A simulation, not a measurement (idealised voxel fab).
Proc. module: voxel quadruple lines
Displayed cross-section: cut, width of 230 nm, square cells sized 5 nm.
How to read a cross-section here: the picture is a grid of square cells, written as bands going from the top down, and any band can span one or more rows of cells. In this notation a band is specified by the heights of its top and bottom, in that order and in nm, after which its materials appear from left to right, each paired with its width in nm. The word "everywhere" attached to a single material means that material fills the band from edge to edge; the word "blank" stands for empty space. Heights are reckoned from 0. Under this level, the received wafer is all of one material. The bottommost band is open-ended downward, for example "0 nm and below". You'd read "30..40" like this: the band's top row of cells is as wide as the first number, its bottom row is as wide as the second, and going down, every row changes width by the same amount as the row before did. "everything unchanged" after a step means that no cell of the cross-section changed. This entry, "Entrapped void list", enumerates those empty regions of no fewer than 8 cells that possess no open connection to the top. Each region is reported in the form width x height at distance, the distance being taken from the left edge, with all three quantities expressed in nm. Text after the settings on a step's line: the simulator's own remark on that step. What "overlay nm" on a step's line means: if the step has a mask, that mask lay this far to the right of its planned place, or, when the value is negative, to the left.
THIS SECTION LISTS THE PROCESS STEPS THAT WERE PLANNED
1) RECEIVE,material Si
2) CONFORMAL_DEP,material Al2O3,thk nm 10
3) DIRECTIONAL_DEP,material W,thk nm 15
4) DIRECTIONAL_DEP,material polySi,thk nm 20
5) DIRECTIONAL_DEP,material aC,thk nm 20
6) PATTERN,tone cover,mask id MANDREL,material resist,width nm 35,pitch nm 100,thk nm 30,overlay nm 0
7) DIRECTIONAL_ETCH,etch materials aC,depth nm 20
8) STRIP,etch materials resist
9) CONFORMAL_DEP,material SiO2,thk nm 15
10) DIRECTIONAL_ETCH,etch materials SiO2,depth nm 15
11) STRIP,etch materials aC
12) DIRECTIONAL_ETCH,etch materials polySi,depth nm 20
13) STRIP,etch materials SiO2
14) CONFORMAL_DEP,material SiCN,thk nm 10
15) DIRECTIONAL_ETCH,etch materials SiCN,depth nm 10
16) STRIP,etch materials polySi
17) DIRECTIONAL_ETCH,etch materials W,depth nm 15
18) STRIP,etch materials SiCN
19) FILL_DEP,material lowk,thk nm 5
20) CMP,height nm 25
CROSS-SECTION, INCOMING MATERIAL, AFTER STEP 1
- 0 nm and below: Si everywhere
- Entrapped void list: none
CROSS-SECTION TAKEN AT MODULE COMPLETION ON THE FIRST OF TWO WAFERS; PROCESSED PER THE PLAN
- 25 nm to 10 nm: lowk 20; W 10; lowk 15; W 10; lowk 15; W 10; lowk 15; W 10; lowk 15; W 10; lowk 15; W 10; lowk 15; W 10; lowk 15; W 10; lowk 25
- 10 nm to 0 nm: Al2O3 everywhere
- 0 nm and below: Si everywhere
- Entrapped void list: none
SECOND WAFER CROSS-SECTION AT END OF MODULE - SHARED START AND PLAN WITH THE FIRST, ONE MISTAKE IN THE RUN
- 25 nm to 10 nm: lowk 35; W 10; lowk 15; W 5; lowk 15; W 10; lowk 45; W 10; lowk 15; W 5; lowk 15; W 10; lowk 40
- 10 nm to 0 nm: Al2O3 everywhere
- 0 nm and below: Si everywhere
- Entrapped void list: none
So what did we get wrong on this run? heads up, step 6 didn't go per plan, it actually ran as PATTERN,tone open,mask id MANDREL,material resist,width nm 35,pitch nm 100,thk nm 30,overlay nm 0
At the finish, the second wafer shows more or fewer cells for some materials than the first does: W -18, lowk +18
